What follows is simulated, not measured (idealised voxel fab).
Process module in this document: voxel self aligned contacts
Each square cell in cross-section cut measures 5 nm, and the section as a whole is 300 nm wide.
Think of the cross-section as a grid of square cells. We describe it in bands, top to bottom, and each band covers one or more rows of those cells. Heads up on the band format: heights come first, top then bottom, in nm. After that it's the materials left to right, each with its width in nm. A single material flagged "all across" fills the whole band edge to edge, and "blank" means there's empty space there. Height datum 0, below which the as-received substrate wafer is one material. Lowest band open at the bottom, running downward: "0 down". Width: "30 to 40" (first number = top row, second number = bottom row, same change from row to row of cells). The cross-section has no changed cell in any step marked "no alterations made". The label "Closed voids list" introduces a list of the empty spaces, 8 cells or larger, that have no open way up to the top; each entry in it reads width x height at distance, where the distance is taken from the left edge and all three are stated in nm. Note: text after step settings on the step line = simulator remark on that step. overlay nm: mask offset rightward from planned place, masked step; negative means leftward offset.

Set out below are the planned steps of the process
1) RECEIVE | material Si
2) OXIDIZE | depth nm 5
3) DIRECTIONAL_DEP | material polySi | thk nm 30
4) DIRECTIONAL_DEP | material SiN | thk nm 15
5) MASKED_ETCH | tone cover | mask id GATE | width nm 35 | pitch nm 65 | etch materials SiN | depth nm 15 | overlay nm 0
6) MASKED_ETCH | tone cover | mask id GATE | width nm 35 | pitch nm 65 | etch materials polySi | depth nm 30 | overlay nm 0
7) CONFORMAL_DEP | material SiN | thk nm 5
8) DIRECTIONAL_ETCH | etch materials SiN | depth nm 5
9) FILL_DEP | material SiO2 | thk nm 10
10) CMP | height nm 50
11) DIRECTIONAL_DEP | material aC | thk nm 10
12) PATTERN | tone open | mask id CONTACT | material resist | width nm 40 | thk nm 25 | overlay nm 0
13) DIRECTIONAL_ETCH | etch materials aC | depth nm 10
14) STRIP | etch materials resist
15) DIRECTIONAL_ETCH | etch materials SiO2 | depth nm 55
16) STRIP | etch materials aC
17) CONFORMAL_DEP | material TiN | thk nm 5
18) FILL_DEP | material W | thk nm 10
19) CMP | height nm 50
20) CONFORMAL_DEP | material SiN | thk nm 5

Delivered wafer in cross-section: state after step 1
0 down | Si all across
Closed voids list: none

The first of the two wafers as seen in cross-section once the module was finished; processing followed the plan
55 to 50 | SiN all across
50 to 45 | 130 of SiO2 / 15 of TiN / 10 of W / 15 of TiN / 130 of SiO2
45 to 30 | 95 of SiO2 / 45 of SiN / 5 of TiN / 10 of W / 5 of TiN / 45 of SiN / 95 of SiO2
30 to 0 | 95 of SiO2 / 5 of SiN / 35 of polySi / 5 of SiN / 5 of TiN / 10 of W / 5 of TiN / 5 of SiN / 35 of polySi / 5 of SiN / 95 of SiO2
0 to -5 | 140 of SiO2 / 20 of TiN / 140 of SiO2
-5 down | Si all across
Closed voids list: none

Second of two wafers, module complete, sectioned: it shares the first wafer's start and plan but was run with one mistake
55 to 50 | SiN all across
50 to 35 | 95 of SiO2 / 5 of SiN / 35 of polySi / 5 of SiN / 5 of TiN / 10 of W / 5 of TiN / 5 of SiN / 35 of polySi / 5 of SiN / 95 of SiO2
35 to 30 | 95 of SiO2 / 5 of SiN / 35 of polySi / 5 of SiN / 20 of TiN / 5 of SiN / 35 of polySi / 5 of SiN / 95 of SiO2
30 to 0 | polySi all across
0 to -5 | SiO2 all across
-5 down | Si all across
Closed voids list: none
Here's what went sideways: yeah, plan step 3 got run twice
Wafer comparison, final, in cells, second relative to first, materials more or fewer: SiN: 62 fewer | SiO2: 238 fewer | TiN: 18 fewer | W: 14 fewer | polySi: 332 more
